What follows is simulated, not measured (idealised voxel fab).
You're looking at the process module voxel ribs on slabs.
Cross-sectional view cut (width: 220 nm; square cell size: 5 nm).
Cross-section spec: square-cell grid; bands listed top down; each band is one or more rows.
Per band: top height and bottom height in nm, followed by the left-to-right materials and their widths in nm; "throughout" marks a single material spanning edge to edge, "blank" marks empty space.
Below 0: as-received wafer, all one material; heights counted from there. Lowest band: no bottom, goes on down, written "0 nm and below".
The width entry "30->40" should be interpreted row by row: the top row of cells in the band takes the first number, the bottom row takes the second number, and the change between adjacent rows is uniform throughout.
Reading "no alterations made" for a step: not a cell of the cross-section changed in it.
Look at "Closed-off voids" for the closed voids: empty spaces with no open path to the top, sized 8 cells or up. Each is width x height at distance, distance from the left edge, all nm.
after a step's settings: what the simulator itself notes on the step
overlay nm: how far to the right of its planned place the mask lay on this masked step (negative: to the left).
THE PROCESS STEPS THAT WERE PLANNED ARE LISTED BELOW
1: op RECEIVE | material Si
2: op DIRECTIONAL_DEP | material SiO2 | thk nm 20
3: op DIRECTIONAL_DEP | material polySi | thk nm 25
4: op PATTERN | tone cover | mask id RIB | material resist | width nm 25 | thk nm 20 | overlay nm 0
5: op DIRECTIONAL_ETCH | etch materials polySi | depth nm 5
6: op STRIP | etch materials resist
7: op MASKED_ETCH | tone cover | mask id SLAB | width nm 75 | etch materials polySi | depth nm 20 | overlay nm 0
8: op FILL_DEP | material SiO2 | thk nm 20
9: op CMP | height nm 55
10: op DIRECTIONAL_DEP | material W | thk nm 10
11: op DIRECTIONAL_DEP | material aC | thk nm 10
12: op PATTERN | tone cover | mask id HEATER | material resist | width nm 35 | thk nm 30 | overlay nm 0
13: op DIRECTIONAL_ETCH | etch materials aC | depth nm 10
14: op STRIP | etch materials resist
15: op DIRECTIONAL_ETCH | etch materials W | depth nm 10
16: op STRIP | etch materials aC
17: op CONFORMAL_DEP | material SiN | thk nm 5
WAFER AS RECEIVED: CROSS-SECTION FOLLOWING STEP 1
* 0 nm and below: Si throughout
* Closed-off voids: none
CROSS-SECTION AT MODULE END, ONE RUN ERROR; START AND PLAN UNCHANGED FROM ABOVE
* 70 nm to 65 nm: blank 85 nm; SiN 45 nm; blank 90 nm
* 65 nm to 60 nm: blank 85 nm; SiN 5 nm; W 35 nm; SiN 5 nm; blank 90 nm
* 60 nm to 55 nm: SiN 90 nm; W 35 nm; SiN 95 nm
* 55 nm to 40 nm: SiO2 throughout
* 40 nm to 25 nm: polySi 70 nm; SiO2 75 nm; polySi 75 nm
* 25 nm to 20 nm: polySi 70 nm; SiO2 25 nm; polySi 25 nm; SiO2 25 nm; polySi 75 nm
* 20 nm to 0 nm: SiO2 throughout
* 0 nm and below: Si throughout
* Closed-off voids: none
The plan and the run diverged here: it should be noted that step 7 was executed with settings other than those planned, the operation and settings actually applied being op MASKED_ETCH | tone open | mask id SLAB | width nm 75 | etch materials polySi | depth nm 20 | overlay nm 0
